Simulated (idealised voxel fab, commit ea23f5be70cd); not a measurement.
The process module that follows is named voxel ribs on slabs.
Square cells of 5 nm make up the cross-section cut, whose width is 295 nm.
If you're reading a cross-section in this doc, picture square cells in a grid; it comes to you as bands, top ones listed first down to the bottom, and a band can be one or more rows of cells. Read a band's entry like this: the first values are the height of its top and the height of its bottom in nm, and what follows is the sequence of materials from left to right, each with its width in nm. Note that "empty" is empty space, and that a single material marked "edge to edge" reaches across the band from edge to edge. The reference from which all heights are counted is 0, the level beneath which the as-received wafer is entirely one material; the lowest band, having no lower bound, proceeds downward and is written after the example "0 down". You'd read "30 to 40" like this: the band's top row of cells is as wide as the first number, its bottom row is as wide as the second, and going down, every row changes width by the same amount as the row before did. Where the words "nothing was modified" appear for a step, the cross-section shows no cell changed by that step; every cell remained as before. Empty spaces without an open route to the top, at least 8 cells in extent, make up the entry "Voids, fully enclosed"; each is given as width x height at distance, where the distance is measured from the left edge, and all are in nm. after a step's settings: what the simulator itself notes on the step. "overlay nm" on a masked step: distance the mask lay right of its planned place, negative for left.
[Set out below are the planned steps of the process]
1,op RECEIVE | material Si
2,op DIRECTIONAL_DEP | material SiO2 | thk nm 25
3,op DIRECTIONAL_DEP | material SiN | thk nm 20
4,op MASKED_ETCH | tone cover | mask id RIB | width nm 15 | etch materials SiN | depth nm 10 | overlay nm 0
5,op PATTERN | tone cover | mask id SLAB | material resist | width nm 55 | thk nm 15 | overlay nm 0
6,op DIRECTIONAL_ETCH | etch materials SiN | depth nm 10
7,op STRIP | etch materials resist
8,op FILL_DEP | material SiO2 | thk nm 25
9,op CMP | height nm 60
10,op DIRECTIONAL_DEP | material TiN | thk nm 10
11,op DIRECTIONAL_DEP | material aC | thk nm 15
12,op PATTERN | tone cover | mask id HEATER | material resist | width nm 25 | thk nm 30 | overlay nm 0
13,op DIRECTIONAL_ETCH | etch materials aC | depth nm 15
14,op STRIP | etch materials resist
15,op DIRECTIONAL_ETCH | etch materials TiN | depth nm 10
16,op STRIP | etch materials aC
17,op CONFORMAL_DEP | material SiN | thk nm 10
[The first wafer of two, processed as planned]
[Cross-section of the incoming wafer, state after step 1]
0 down: Si edge to edge
Voids, fully enclosed: none
[Presented here is a cross-section of the wafer after step 2 has been performed]
25 to 0: SiO2 edge to edge
Below a height of 0, the structure has not been altered.
[Presented here is a cross-section of the wafer after step 3 has been performed]
45 to 25: SiN edge to edge
Below a height of 25, the structure has not been altered.
[Presented here is a cross-section of the wafer after step 4 has been performed]
45 to 35: 140 of empty; 15 of SiN; 140 of empty
Below a height of 35, the structure has not been altered.
[Presented here is a cross-section of the wafer after step 5 has been performed]
60 to 45: 120 of empty; 55 of resist; 120 of empty
45 to 35: 120 of empty; 20 of resist; 15 of SiN; 20 of resist; 120 of empty
Below a height of 35, the structure has not been altered.
[Presented here is a cross-section of the wafer after step 6 has been performed]
60 to 45: 120 of empty; 55 of resist; 120 of empty
45 to 35: 120 of empty; 20 of resist; 15 of SiN; 20 of resist; 120 of empty
35 to 25: 120 of empty; 55 of SiN; 120 of empty
Below a height of 25, the structure has not been altered.
[Presented here is a cross-section of the wafer after step 7 has been performed]
45 to 35: 140 of empty; 15 of SiN; 140 of empty
Below a height of 35, the structure has not been altered.
[Presented here is a cross-section of the wafer after step 8 has been performed]
70 to 45: SiO2 edge to edge
45 to 35: 140 of SiO2; 15 of SiN; 140 of SiO2
35 to 25: 120 of SiO2; 55 of SiN; 120 of SiO2
Below a height of 25, the structure has not been altered.
[Presented here is a cross-section of the wafer after step 9 has been performed]
60 to 45: SiO2 edge to edge
Below a height of 45, the structure has not been altered.
[Presented here is a cross-section of the wafer after step 10 has been performed]
70 to 60: TiN edge to edge
Below a height of 60, the structure has not been altered.
[Presented here is a cross-section of the wafer after step 11 has been performed]
85 to 70: aC edge to edge
Below a height of 70, the structure has not been altered.
[Presented here is a cross-section of the wafer after step 12 has been performed]
115 to 85: 135 of empty; 25 of resist; 135 of empty
Below a height of 85, the structure has not been altered.
[Presented here is a cross-section of the wafer after step 13 has been performed]
100 to 85: 135 of empty; 25 of resist; 135 of empty
85 to 70: 135 of empty; 25 of aC; 135 of empty
Below a height of 70, the structure has not been altered.
[Presented here is a cross-section of the wafer after step 14 has been performed]
85 to 70: 135 of empty; 25 of aC; 135 of empty
Below a height of 70, the structure has not been altered.
[Presented here is a cross-section of the wafer after step 15 has been performed]
85 to 70: 135 of empty; 25 of aC; 135 of empty
70 to 60: 135 of empty; 25 of TiN; 135 of empty
Below a height of 60, the structure has not been altered.
[Presented here is a cross-section of the wafer after step 16 has been performed]
70 to 60: 135 of empty; 25 of TiN; 135 of empty
Below a height of 60, the structure has not been altered.
[Presented here is a cross-section of the wafer after step 17 has been performed]
80 to 70: 125 of empty; 45 of SiN; 125 of empty
70 to 60: 135 of SiN; 25 of TiN; 135 of SiN
Below a height of 60, the structure has not been altered.
[Second wafer, same starting state and plan as the first, one mistake in the run, identical through step 2]
[Cross-sectional representation of the second wafer at the time designated in the plan for the completion of step 3]
65 to 25: SiN edge to edge
Below a height of 25, the structure has not been altered.
[Cross-sectional representation of the second wafer at the time designated in the plan for the completion of step 4]
65 to 55: 140 of empty; 15 of SiN; 140 of empty
Below a height of 55, the structure has not been altered.
[Cross-sectional representation of the second wafer at the time designated in the plan for the completion of step 5]
80 to 65: 120 of empty; 55 of resist; 120 of empty
65 to 55: 120 of empty; 20 of resist; 15 of SiN; 20 of resist; 120 of empty
Below a height of 55, the structure has not been altered.
[Cross-sectional representation of the second wafer at the time designated in the plan for the completion of step 6]
80 to 65: 120 of empty; 55 of resist; 120 of empty
65 to 55: 120 of empty; 20 of resist; 15 of SiN; 20 of resist; 120 of empty
55 to 45: 120 of empty; 55 of SiN; 120 of empty
Below a height of 45, the structure has not been altered.
[Cross-sectional representation of the second wafer at the time designated in the plan for the completion of step 7]
65 to 55: 140 of empty; 15 of SiN; 140 of empty
Below a height of 55, the structure has not been altered.
[Cross-sectional representation of the second wafer at the time designated in the plan for the completion of step 8]
90 to 65: SiO2 edge to edge
65 to 55: 140 of SiO2; 15 of SiN; 140 of SiO2
55 to 45: 120 of SiO2; 55 of SiN; 120 of SiO2
Below a height of 45, the structure has not been altered.
[Cross-sectional representation of the second wafer at the time designated in the plan for the completion of step 9]
60 to 55: 140 of SiO2; 15 of SiN; 140 of SiO2
Below a height of 55, the structure has not been altered.
[Cross-sectional representation of the second wafer at the time designated in the plan for the completion of step 10]
70 to 60: TiN edge to edge
Below a height of 60, the structure has not been altered.
[Cross-sectional representation of the second wafer at the time designated in the plan for the completion of step 11]
85 to 70: aC edge to edge
Below a height of 70, the structure has not been altered.
[Cross-sectional representation of the second wafer at the time designated in the plan for the completion of step 12]
115 to 85: 135 of empty; 25 of resist; 135 of empty
Below a height of 85, the structure has not been altered.
[Cross-sectional representation of the second wafer at the time designated in the plan for the completion of step 13]
100 to 85: 135 of empty; 25 of resist; 135 of empty
85 to 70: 135 of empty; 25 of aC; 135 of empty
Below a height of 70, the structure has not been altered.
[Cross-sectional representation of the second wafer at the time designated in the plan for the completion of step 14]
85 to 70: 135 of empty; 25 of aC; 135 of empty
Below a height of 70, the structure has not been altered.
[Cross-sectional representation of the second wafer at the time designated in the plan for the completion of step 15]
85 to 70: 135 of empty; 25 of aC; 135 of empty
70 to 60: 135 of empty; 25 of TiN; 135 of empty
Below a height of 60, the structure has not been altered.
[Cross-sectional representation of the second wafer at the time designated in the plan for the completion of step 16]
70 to 60: 135 of empty; 25 of TiN; 135 of empty
Below a height of 60, the structure has not been altered.
[Cross-sectional representation of the second wafer at the time designated in the plan for the completion of step 17]
80 to 70: 125 of empty; 45 of SiN; 125 of empty
70 to 60: 135 of SiN; 25 of TiN; 135 of SiN
Below a height of 60, the structure has not been altered.
What broke from the plan during processing? the plan had its step 3 run twice
Bottom line after processing is that, in cells, the second wafer is up or down on some materials versus the first: SiN +233; SiO2 -233
